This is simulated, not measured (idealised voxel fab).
process module | voxel self aligned vias
cross-section cut | 220 nm wide | cells 5 nm
A cross-section is a grid of square cells, given in bands from the top down. A band is one or more rows of cells.
Each band's line starts with the height of the band's top and of its bottom, in nm. Then come its materials from left to right, each with its width in nm. One material with "throughout" fills the band from edge to edge. "air" is empty space.
Height 0 is the level under which the wafer as received is all one material. The lowest band goes on downwards, as in "0 down".
A width such as "30 to 40" changes by the same amount from each row of cells to the next, from the band's top row to its bottom row.
"no change" after a step means that no cell of the cross-section changed.
closed voids: empty space of 8 cells or more with no open way to the top, each as width x height at its distance from the left edge, in nm
after a step's settings: what the simulator itself notes on the step
overlay nm, on a step with a mask: how far to the right of its planned place the mask lay; to the left if negative
plan
1 op RECEIVE | material Si
2 op CONFORMAL_DEP | material SiO2 | thk nm 10
3 op CONFORMAL_DEP | material SiCN | thk nm 5
4 op DIRECTIONAL_DEP | material lowk | thk nm 30
5 op DIRECTIONAL_DEP | material aC | thk nm 10
6 op PATTERN | tone open | mask id LINES | material resist | width nm 30 | pitch nm 70 | thk nm 30 | overlay nm 0
7 op DIRECTIONAL_ETCH | etch materials aC | depth nm 10
8 op STRIP | etch materials resist
9 op DIRECTIONAL_ETCH | etch materials lowk | depth nm 30
10 op STRIP | etch materials aC
11 op CONFORMAL_DEP | material TiN | thk nm 5
12 op FILL_DEP | material W | thk nm 5
13 op CMP | height nm 45
14 op SELECTIVE_ETCH | etch materials W Ru TiN | depth nm 10
15 op FILL_DEP | material SiN | thk nm 10
16 op CMP | height nm 45
17 op DIRECTIONAL_DEP | material lowk | thk nm 5
18 op MASKED_ETCH | tone open | mask id VIAS | width nm 40 | pitch nm 70 | etch materials lowk | depth nm 15 | overlay nm 0
19 op MASKED_ETCH | tone open | mask id VIAS | width nm 40 | pitch nm 70 | etch materials SiN | depth nm 10 | overlay nm 0
20 op CONFORMAL_DEP | material TiN | thk nm 5
21 op FILL_DEP | material W | thk nm 10
22 op CMP | height nm 60
23 op CONFORMAL_DEP | material SiCN | thk nm 5
varied across the wafers: thk nm of step 17. The plan shows the first wafer's value. All wafers start alike
first wafer as received, after step 1
  0 down: Si throughout
  closed voids: none
each wafer at the end: cells of each material gained (+) or lost (-) since it was received, then its closed voids
thk nm 5 | +88 SiCN | +88 SiO2 | +80 TiN | +104 W | +212 lowk | closed voids: none
thk nm 10 | +88 SiCN | +88 SiO2 | +84 TiN | +68 W | +244 lowk | closed voids: none
thk nm 15 | +88 SiCN | +88 SiO2 | +56 TiN | +64 W | +276 lowk | closed voids: none
thk nm 20 | +88 SiCN | +24 SiN | +88 SiO2 | +44 TiN | +36 W | +292 lowk | closed voids: none
thk nm 25 | +88 SiCN | +24 SiN | +88 SiO2 | +40 TiN | +24 W | +308 lowk | closed voids: none
thk nm 30 | +88 SiCN | +24 SiN | +88 SiO2 | +24 TiN | +24 W | +324 lowk | closed voids: none
